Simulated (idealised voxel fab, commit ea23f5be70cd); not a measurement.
Proc. module: voxel spacer lines
Xsec cut, 250 nm wide, square cell size 5 nm.
For the purposes of this document, a cross-section shall be understood as a grid of square cells, specified as bands listed in top-to-bottom order, each band consisting of one or more rows of cells. Basically the band line says how high the top is and how high the bottom is, in nm, and then what's in it from left to right, every material with its width in nm. Empty space shows up as "blank", and if a single material carries "throughout" it runs the full band edge to edge. Counting heights begins at 0, where everything beneath is, in the wafer as received, one material. The lowest band has no bottom; it goes on downwards, as "0 nm and below" shows. Top row gets the first number, bottom row gets the second, and each row in between changes by the same step: that is how a band width like "30..40" works. Step note "remains unaltered" = no cross-section cell changed. In "Non-vented voids" the enclosed voids are listed, meaning empty spaces of 8 cells or larger without any opening to the top. The form is width x height at distance, distance from the left edge, units nm. Note: text after step settings on the step line = simulator remark on that step. On any step carrying a mask, the "overlay nm" setting, if present on the step's line, tells how far right of its planned place the mask lay; negative values point to the left.

-- The steps planned for the process are as follows
1 RECEIVE, material Si
2 CONFORMAL_DEP, material Al2O3, thk nm 10
3 DIRECTIONAL_DEP, material W, thk nm 10
4 DIRECTIONAL_DEP, material aC, thk nm 25
5 PATTERN, tone cover, mask id MANDREL, material resist, width nm 15, pitch nm 60, thk nm 30, overlay nm 0
6 DIRECTIONAL_ETCH, etch materials aC, depth nm 25
7 STRIP, etch materials resist
8 CONFORMAL_DEP, material SiO2, thk nm 15
9 DIRECTIONAL_ETCH, etch materials SiO2, depth nm 15
10 STRIP, etch materials aC
11 DIRECTIONAL_ETCH, etch materials W, depth nm 10
12 STRIP, etch materials SiO2
13 FILL_DEP, material SiO2, thk nm 10
14 CMP, height nm 20

-- First wafer of two (run as planned)

-- Wafer at receipt (post step 1), cross-section
  0 nm and below = Si throughout
  Non-vented voids: none

-- Presented here is a cross-section of the wafer after step 2 has been performed
  10 nm to 0 nm = Al2O3 throughout
  Nothing below the height 0 has changed.

-- Presented here is a cross-section of the wafer after step 3 has been performed
  20 nm to 10 nm = W throughout
  Nothing below the height 10 has changed.

-- Presented here is a cross-section of the wafer after step 4 has been performed
  45 nm to 20 nm = aC throughout
  Nothing below the height 20 has changed.

-- Presented here is a cross-section of the wafer after step 5 has been performed
  75 nm to 45 nm = blank=85  resist=15  blank=45  resist=15  blank=90
  Nothing below the height 45 has changed.

-- Presented here is a cross-section of the wafer after step 6 has been performed
  50 nm to 45 nm = blank=85  resist=15  blank=45  resist=15  blank=90
  45 nm to 20 nm = blank=85  aC=15  blank=45  aC=15  blank=90
  Nothing below the height 20 has changed.

-- Presented here is a cross-section of the wafer after step 7 has been performed
  45 nm to 20 nm = blank=85  aC=15  blank=45  aC=15  blank=90
  Nothing below the height 20 has changed.

-- Presented here is a cross-section of the wafer after step 8 has been performed
  60 nm to 45 nm = blank=70  SiO2=45  blank=15  SiO2=45  blank=75
  45 nm to 35 nm = blank=70  SiO2=15  aC=15  SiO2=15  blank=15  SiO2=15  aC=15  SiO2=15  blank=75
  35 nm to 20 nm = SiO2=85  aC=15  SiO2=45  aC=15  SiO2=90
  Nothing below the height 20 has changed.

-- Presented here is a cross-section of the wafer after step 9 has been performed
  45 nm to 20 nm = blank=70  SiO2=15  aC=15  SiO2=15  blank=15  SiO2=15  aC=15  SiO2=15  blank=75
  Nothing below the height 20 has changed.

-- Presented here is a cross-section of the wafer after step 10 has been performed
  45 nm to 20 nm = blank=70  SiO2=15  blank=15  SiO2=15  blank=15  SiO2=15  blank=15  SiO2=15  blank=75
  Nothing below the height 20 has changed.

-- Presented here is a cross-section of the wafer after step 11 has been performed
  45 nm to 20 nm = blank=70  SiO2=15  blank=15  SiO2=15  blank=15  SiO2=15  blank=15  SiO2=15  blank=75
  20 nm to 10 nm = blank=70  W=15  blank=15  W=15  blank=15  W=15  blank=15  W=15  blank=75
  Nothing below the height 10 has changed.

-- Presented here is a cross-section of the wafer after step 12 has been performed
  20 nm to 10 nm = blank=70  W=15  blank=15  W=15  blank=15  W=15  blank=15  W=15  blank=75
  Nothing below the height 10 has changed.

-- Presented here is a cross-section of the wafer after step 13 has been performed
  30 nm to 20 nm = SiO2 throughout
  20 nm to 10 nm = SiO2=70  W=15  SiO2=15  W=15  SiO2=15  W=15  SiO2=15  W=15  SiO2=75
  Nothing below the height 10 has changed.

-- Presented here is a cross-section of the wafer after step 14 has been performed
  20 nm to 10 nm = SiO2=70  W=15  SiO2=15  W=15  SiO2=15  W=15  SiO2=15  W=15  SiO2=75
  Nothing below the height 10 has changed.

-- Here the second wafer is described. Its start and its plan were those of the first wafer. Its run contained one mistake. Up to and including step 7, it did exactly what the first wafer did

-- Cross-sectional representation of the second wafer at the time designated in the plan for the completion of step 8
  50 nm to 45 nm = blank=80  SiO2=25  blank=35  SiO2=25  blank=85
  45 nm to 25 nm = blank=80  SiO2=5  aC=15  SiO2=5  blank=35  SiO2=5  aC=15  SiO2=5  blank=85
  25 nm to 20 nm = SiO2=85  aC=15  SiO2=45  aC=15  SiO2=90
  Nothing below the height 20 has changed.

-- Cross-sectional representation of the second wafer at the time designated in the plan for the completion of step 9
  45 nm to 35 nm = blank=85  aC=15  blank=45  aC=15  blank=90
  35 nm to 20 nm = blank=80  SiO2=5  aC=15  SiO2=5  blank=35  SiO2=5  aC=15  SiO2=5  blank=85
  Nothing below the height 20 has changed.

-- Cross-sectional representation of the second wafer at the time designated in the plan for the completion of step 10
  35 nm to 20 nm = blank=80  SiO2=5  blank=15  SiO2=5  blank=35  SiO2=5  blank=15  SiO2=5  blank=85
  Nothing below the height 20 has changed.

-- Cross-sectional representation of the second wafer at the time designated in the plan for the completion of step 11
  35 nm to 20 nm = blank=80  SiO2=5  blank=15  SiO2=5  blank=35  SiO2=5  blank=15  SiO2=5  blank=85
  20 nm to 10 nm = blank=80  W=5  blank=15  W=5  blank=35  W=5  blank=15  W=5  blank=85
  Nothing below the height 10 has changed.

-- Cross-sectional representation of the second wafer at the time designated in the plan for the completion of step 12
  20 nm to 10 nm = blank=80  W=5  blank=15  W=5  blank=35  W=5  blank=15  W=5  blank=85
  Nothing below the height 10 has changed.

-- Cross-sectional representation of the second wafer at the time designated in the plan for the completion of step 13
  30 nm to 20 nm = SiO2 throughout
  20 nm to 10 nm = SiO2=80  W=5  SiO2=15  W=5  SiO2=35  W=5  SiO2=15  W=5  SiO2=85
  Nothing below the height 10 has changed.

-- Cross-sectional representation of the second wafer at the time designated in the plan for the completion of step 14
  20 nm to 10 nm = SiO2=80  W=5  SiO2=15  W=5  SiO2=35  W=5  SiO2=15  W=5  SiO2=85
  Nothing below the height 10 has changed.
What broke from the plan during processing? step 8 was not run as planned; what actually ran was CONFORMAL_DEP, material SiO2, thk nm 5
At the finish, the second wafer shows more or fewer cells for some materials than the first does: SiO2: 16 more; W: 16 fewer
